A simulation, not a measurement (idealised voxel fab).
The process module presented herein is designated voxel capacitor over wiring.
The cross-section on display is named cut; it measures 155 nm wide, and its cells are 5 nm squares.
How to read a cross-section here: the picture is a grid of square cells, written as bands going from the top down, and any band can span one or more rows of cells.
Band: top height; bottom height; in nm. Then, left to right: material with width in nm, for each material. "all across": a single material spanning edge to edge. "air": empty space.
Heads up on the height convention: 0 is the point under which the incoming wafer is all one material, and the lowest band has no bottom, it just keeps going down, like "0 nm and below".
It should be noted that a width expressed as "30->40" varies in equal increments from row to row of cells within the band, taking the value of the first number at the top row and that of the second number at the bottom row.
"no modification" means the step left every cell of the cross-section as it was.
Look at "Closed-off voids" for the closed voids: empty spaces with no open path to the top, sized 8 cells or up. Each is width x height at distance, distance from the left edge, all nm.
The remark found on a step's line after its settings is issued by the simulator itself and pertains to that step.
A step line may carry the setting "overlay nm", which, for steps involving a mask, states the distance by which the mask lay to the right of its intended position; negative values denote displacement to the left.
# List of planned process steps
1) RECEIVE, material Si
2) CONFORMAL_DEP, material SiO2, thk nm 15
3) DIRECTIONAL_DEP, material TiN, thk nm 5
4) DIRECTIONAL_DEP, material Ru, thk nm 15
5) MASKED_ETCH, tone cover, mask id METAL_1, width nm 25, pitch nm 85, etch materials Ru, depth nm 15, overlay nm 0
6) MASKED_ETCH, tone cover, mask id METAL_1, width nm 25, pitch nm 85, etch materials TiN, depth nm 5, overlay nm 0
7) CONFORMAL_DEP, material SiN, thk nm 5
8) FILL_DEP, material SiO2, thk nm 5
9) CMP, height nm 35
10) CONFORMAL_DEP, material SiCN, thk nm 5
11) DIRECTIONAL_DEP, material lowk, thk nm 20
12) MASKED_ETCH, tone open, mask id PLUG_1, width nm 15, etch materials lowk, depth nm 20, overlay nm 0
13) MASKED_ETCH, tone open, mask id PLUG_1, width nm 15, etch materials SiCN, depth nm 5, overlay nm 0
14) EPI, material Ru, thk nm 10
15) EPI, material Ru, thk nm 10
16) EPI, material Ru, thk nm 5
17) DIRECTIONAL_DEP, material TiN, thk nm 5
18) DIRECTIONAL_DEP, material SiN, thk nm 5
19) DIRECTIONAL_DEP, material TiN, thk nm 5
20) MASKED_ETCH, tone cover, mask id UPPER_PLATE, width nm 65, etch materials TiN, depth nm 5, overlay nm 0
21) MASKED_ETCH, tone cover, mask id UPPER_PLATE, width nm 65, etch materials SiN, depth nm 5, overlay nm 0
22) PATTERN, tone cover, mask id LOWER_PLATE, material resist, width nm 75, thk nm 20, overlay nm 0
23) DIRECTIONAL_ETCH, etch materials TiN, depth nm 5
24) STRIP, etch materials resist
25) FILL_DEP, material SiO2, thk nm 20
26) CMP, height nm 90
27) PATTERN, tone open, mask id PLUG_2, material resist, width nm 15, thk nm 20, overlay nm 0
28) DIRECTIONAL_ETCH, etch materials SiO2, depth nm 15
29) STRIP, etch materials resist
30) CONFORMAL_DEP, material TiN, thk nm 5
31) FILL_DEP, material W, thk nm 10
32) CMP, height nm 90
33) CONFORMAL_DEP, material SiN, thk nm 5
# So, the first of our two wafers, run just as we planned it
# Wafer cross-section on receipt, i.e. after step 1
- 0 nm and below = Si all across
- Closed-off voids: none
# Cross-section of the wafer after step 2
- 15 nm to 0 nm = SiO2 all across
- below 0: unchanged
# Cross-section of the wafer after step 3
- 20 nm to 15 nm = TiN all across
- below 15: unchanged
# Cross-section of the wafer after step 4
- 35 nm to 20 nm = Ru all across
- below 20: unchanged
# Cross-section of the wafer after step 5
- 35 nm to 20 nm = air=20 / Ru=25 / air=60 / Ru=25 / air=25
- below 20: unchanged
# Cross-section of the wafer after step 6
- 35 nm to 20 nm = air=20 / Ru=25 / air=60 / Ru=25 / air=25
- 20 nm to 15 nm = air=20 / TiN=25 / air=60 / TiN=25 / air=25
- below 15: unchanged
# Cross-section of the wafer after step 7
- 40 nm to 35 nm = air=15 / SiN=35 / air=50 / SiN=35 / air=20
- 35 nm to 20 nm = air=15 / SiN=5 / Ru=25 / SiN=5 / air=50 / SiN=5 / Ru=25 / SiN=5 / air=20
- 20 nm to 15 nm = SiN=20 / TiN=25 / SiN=60 / TiN=25 / SiN=25
- below 15: unchanged
# Cross-section of the wafer after step 8
- 45 nm to 40 nm = SiO2 all across
- 40 nm to 35 nm = SiO2=15 / SiN=35 / SiO2=50 / SiN=35 / SiO2=20
- 35 nm to 20 nm = SiO2=15 / SiN=5 / Ru=25 / SiN=5 / SiO2=50 / SiN=5 / Ru=25 / SiN=5 / SiO2=20
- below 20: unchanged
# Cross-section of the wafer after step 9
- 35 nm to 20 nm = SiO2=15 / SiN=5 / Ru=25 / SiN=5 / SiO2=50 / SiN=5 / Ru=25 / SiN=5 / SiO2=20
- below 20: unchanged
# Cross-section of the wafer after step 10
- 40 nm to 35 nm = SiCN all across
- below 35: unchanged
# Cross-section of the wafer after step 11
- 60 nm to 40 nm = lowk all across
- below 40: unchanged
# Cross-section of the wafer after step 12
- 60 nm to 40 nm = lowk=30 / air=15 / lowk=110
- below 40: unchanged
# Cross-section of the wafer after step 13
- 60 nm to 40 nm = lowk=30 / air=15 / lowk=110
- 40 nm to 35 nm = SiCN=30 / air=15 / SiCN=110
- below 35: unchanged
# Cross-section of the wafer after step 14
- 60 nm to 45 nm = lowk=30 / air=15 / lowk=110
- 45 nm to 40 nm = lowk=30 / Ru=15 / lowk=110
- 40 nm to 35 nm = SiCN=30 / Ru=15 / SiCN=110
- below 35: unchanged
# Cross-section of the wafer after step 15
- 60 nm to 55 nm = lowk=30 / air=15 / lowk=110
- 55 nm to 40 nm = lowk=30 / Ru=15 / lowk=110
- below 40: unchanged
# Cross-section of the wafer after step 16
- 60 nm to 40 nm = lowk=30 / Ru=15 / lowk=110
- below 40: unchanged
# Cross-section of the wafer after step 17
- 65 nm to 60 nm = TiN all across
- below 60: unchanged
# Cross-section of the wafer after step 18
- 70 nm to 65 nm = SiN all across
- below 65: unchanged
# Cross-section of the wafer after step 19
- 75 nm to 70 nm = TiN all across
- below 70: unchanged
# Cross-section of the wafer after step 20
- 75 nm to 70 nm = air=30 / TiN=65 / air=60
- below 70: unchanged
# Cross-section of the wafer after step 21
- 75 nm to 70 nm = air=30 / TiN=65 / air=60
- 70 nm to 65 nm = air=30 / SiN=65 / air=60
- below 65: unchanged
# Cross-section of the wafer after step 22
- 95 nm to 75 nm = air=25 / resist=75 / air=55
- 75 nm to 70 nm = air=25 / resist=5 / TiN=65 / resist=5 / air=55
- 70 nm to 65 nm = air=25 / resist=5 / SiN=65 / resist=5 / air=55
- below 65: unchanged
# Cross-section of the wafer after step 23
- 95 nm to 75 nm = air=25 / resist=75 / air=55
- 75 nm to 70 nm = air=25 / resist=5 / TiN=65 / resist=5 / air=55
- 70 nm to 65 nm = air=25 / resist=5 / SiN=65 / resist=5 / air=55
- 65 nm to 60 nm = air=25 / TiN=75 / air=55
- below 60: unchanged
# Cross-section of the wafer after step 24
- 75 nm to 70 nm = air=30 / TiN=65 / air=60
- 70 nm to 65 nm = air=30 / SiN=65 / air=60
- below 65: unchanged
# Cross-section of the wafer after step 25
- 95 nm to 75 nm = SiO2 all across
- 75 nm to 70 nm = SiO2=30 / TiN=65 / SiO2=60
- 70 nm to 65 nm = SiO2=30 / SiN=65 / SiO2=60
- 65 nm to 60 nm = SiO2=25 / TiN=75 / SiO2=55
- below 60: unchanged
# Cross-section of the wafer after step 26
- 90 nm to 75 nm = SiO2 all across
- below 75: unchanged
# Cross-section of the wafer after step 27
- 110 nm to 90 nm = resist=40 / air=15 / resist=100
- below 90: unchanged
# Cross-section of the wafer after step 28
- 110 nm to 90 nm = resist=40 / air=15 / resist=100
- 90 nm to 75 nm = SiO2=40 / air=15 / SiO2=100
- below 75: unchanged
# Cross-section of the wafer after step 29
- 90 nm to 75 nm = SiO2=40 / air=15 / SiO2=100
- below 75: unchanged
# Cross-section of the wafer after step 30
- 95 nm to 90 nm = TiN=45 / air=5 / TiN=105
- 90 nm to 80 nm = SiO2=40 / TiN=5 / air=5 / TiN=5 / SiO2=100
- 80 nm to 70 nm = SiO2=40->30 / TiN=15->65 / SiO2=100->60
- below 70: unchanged
# Cross-section of the wafer after step 31
- 105 nm to 95 nm = W all across
- 95 nm to 90 nm = TiN=45 / W=5 / TiN=105
- 90 nm to 80 nm = SiO2=40 / TiN=5 / W=5 / TiN=5 / SiO2=100
- below 80: unchanged
# Cross-section of the wafer after step 32
- 90 nm to 80 nm = SiO2=40 / TiN=5 / W=5 / TiN=5 / SiO2=100
- below 80: unchanged
# Cross-section of the wafer after step 33
- 95 nm to 90 nm = SiN all across
- below 90: unchanged
# Second wafer. Start and plan as for the first. One mistake made in running. Agrees with the first up to and including step 5
# Second wafer: cross-section at the scheduled end of step 6
- 35 nm to 20 nm = air=20 / Ru=25 / air=60 / Ru=25 / air=25
- 20 nm to 15 nm = air=15 / TiN=35 / air=50 / TiN=35 / air=20
- below 15: unchanged
# Second wafer: cross-section at the scheduled end of step 7
- 40 nm to 35 nm = air=15 / SiN=35 / air=50 / SiN=35 / air=20
- 35 nm to 25 nm = air=15 / SiN=5 / Ru=25 / SiN=5 / air=50 / SiN=5 / Ru=25 / SiN=5 / air=20
- 25 nm to 20 nm = air=10 / SiN=10 / Ru=25 / SiN=10 / air=40 / SiN=10 / Ru=25 / SiN=10 / air=15
- 20 nm to 15 nm = SiN=15 / TiN=35 / SiN=50 / TiN=35 / SiN=20
- below 15: unchanged
# Second wafer: cross-section at the scheduled end of step 8
- 45 nm to 40 nm = SiO2 all across
- 40 nm to 35 nm = SiO2=15 / SiN=35 / SiO2=50 / SiN=35 / SiO2=20
- 35 nm to 25 nm = SiO2=15 / SiN=5 / Ru=25 / SiN=5 / SiO2=50 / SiN=5 / Ru=25 / SiN=5 / SiO2=20
- 25 nm to 20 nm = SiO2=10 / SiN=10 / Ru=25 / SiN=10 / SiO2=40 / SiN=10 / Ru=25 / SiN=10 / SiO2=15
- below 20: unchanged
# Second wafer: cross-section at the scheduled end of step 9
- 35 nm to 25 nm = SiO2=15 / SiN=5 / Ru=25 / SiN=5 / SiO2=50 / SiN=5 / Ru=25 / SiN=5 / SiO2=20
- below 25: unchanged
# Second wafer: cross-section at the scheduled end of step 10
- 40 nm to 35 nm = SiCN all across
- below 35: unchanged
# Second wafer: cross-section at the scheduled end of step 11
- 60 nm to 40 nm = lowk all across
- below 40: unchanged
# Second wafer: cross-section at the scheduled end of step 12
- 60 nm to 40 nm = lowk=30 / air=15 / lowk=110
- below 40: unchanged
# Second wafer: cross-section at the scheduled end of step 13
- 60 nm to 40 nm = lowk=30 / air=15 / lowk=110
- 40 nm to 35 nm = SiCN=30 / air=15 / SiCN=110
- below 35: unchanged
# Second wafer: cross-section at the scheduled end of step 14
- 60 nm to 45 nm = lowk=30 / air=15 / lowk=110
- 45 nm to 40 nm = lowk=30 / Ru=15 / lowk=110
- 40 nm to 35 nm = SiCN=30 / Ru=15 / SiCN=110
- below 35: unchanged
# Second wafer: cross-section at the scheduled end of step 15
- 60 nm to 55 nm = lowk=30 / air=15 / lowk=110
- 55 nm to 40 nm = lowk=30 / Ru=15 / lowk=110
- below 40: unchanged
# Second wafer: cross-section at the scheduled end of step 16
- 60 nm to 40 nm = lowk=30 / Ru=15 / lowk=110
- below 40: unchanged
# Second wafer: cross-section at the scheduled end of step 17
- 65 nm to 60 nm = TiN all across
- below 60: unchanged
# Second wafer: cross-section at the scheduled end of step 18
- 70 nm to 65 nm = SiN all across
- below 65: unchanged
# Second wafer: cross-section at the scheduled end of step 19
- 75 nm to 70 nm = TiN all across
- below 70: unchanged
# Second wafer: cross-section at the scheduled end of step 20
- 75 nm to 70 nm = air=30 / TiN=65 / air=60
- below 70: unchanged
# Second wafer: cross-section at the scheduled end of step 21
- 75 nm to 70 nm = air=30 / TiN=65 / air=60
- 70 nm to 65 nm = air=30 / SiN=65 / air=60
- below 65: unchanged
# Second wafer: cross-section at the scheduled end of step 22
- 95 nm to 75 nm = air=25 / resist=75 / air=55
- 75 nm to 70 nm = air=25 / resist=5 / TiN=65 / resist=5 / air=55
- 70 nm to 65 nm = air=25 / resist=5 / SiN=65 / resist=5 / air=55
- below 65: unchanged
# Second wafer: cross-section at the scheduled end of step 23
- 95 nm to 75 nm = air=25 / resist=75 / air=55
- 75 nm to 70 nm = air=25 / resist=5 / TiN=65 / resist=5 / air=55
- 70 nm to 65 nm = air=25 / resist=5 / SiN=65 / resist=5 / air=55
- 65 nm to 60 nm = air=25 / TiN=75 / air=55
- below 60: unchanged
# Second wafer: cross-section at the scheduled end of step 24
- 75 nm to 70 nm = air=30 / TiN=65 / air=60
- 70 nm to 65 nm = air=30 / SiN=65 / air=60
- below 65: unchanged
# Second wafer: cross-section at the scheduled end of step 25
- 95 nm to 75 nm = SiO2 all across
- 75 nm to 70 nm = SiO2=30 / TiN=65 / SiO2=60
- 70 nm to 65 nm = SiO2=30 / SiN=65 / SiO2=60
- 65 nm to 60 nm = SiO2=25 / TiN=75 / SiO2=55
- below 60: unchanged
# Second wafer: cross-section at the scheduled end of step 26
- 90 nm to 75 nm = SiO2 all across
- below 75: unchanged
# Second wafer: cross-section at the scheduled end of step 27
- 110 nm to 90 nm = resist=40 / air=15 / resist=100
- below 90: unchanged
# Second wafer: cross-section at the scheduled end of step 28
- 110 nm to 90 nm = resist=40 / air=15 / resist=100
- 90 nm to 75 nm = SiO2=40 / air=15 / SiO2=100
- below 75: unchanged
# Second wafer: cross-section at the scheduled end of step 29
- 90 nm to 75 nm = SiO2=40 / air=15 / SiO2=100
- below 75: unchanged
# Second wafer: cross-section at the scheduled end of step 30
- 95 nm to 90 nm = TiN=45 / air=5 / TiN=105
- 90 nm to 80 nm = SiO2=40 / TiN=5 / air=5 / TiN=5 / SiO2=100
- 80 nm to 70 nm = SiO2=40->30 / TiN=15->65 / SiO2=100->60
- below 70: unchanged
# Second wafer: cross-section at the scheduled end of step 31
- 105 nm to 95 nm = W all across
- 95 nm to 90 nm = TiN=45 / W=5 / TiN=105
- 90 nm to 80 nm = SiO2=40 / TiN=5 / W=5 / TiN=5 / SiO2=100
- below 80: unchanged
# Second wafer: cross-section at the scheduled end of step 32
- 90 nm to 80 nm = SiO2=40 / TiN=5 / W=5 / TiN=5 / SiO2=100
- below 80: unchanged
# Second wafer: cross-section at the scheduled end of step 33
- 95 nm to 90 nm = SiN all across
- below 90: unchanged
Processing error: for step 6, the planned setting was not used; the step was instead run as MASKED_ETCH, tone cover, mask id METAL_1, width nm 35, pitch nm 85, etch materials TiN, depth nm 5, overlay nm 0
End of process, cell counts, second wafer against first, materials with more or fewer: 4 fewer of SiO2 | 4 more of TiN
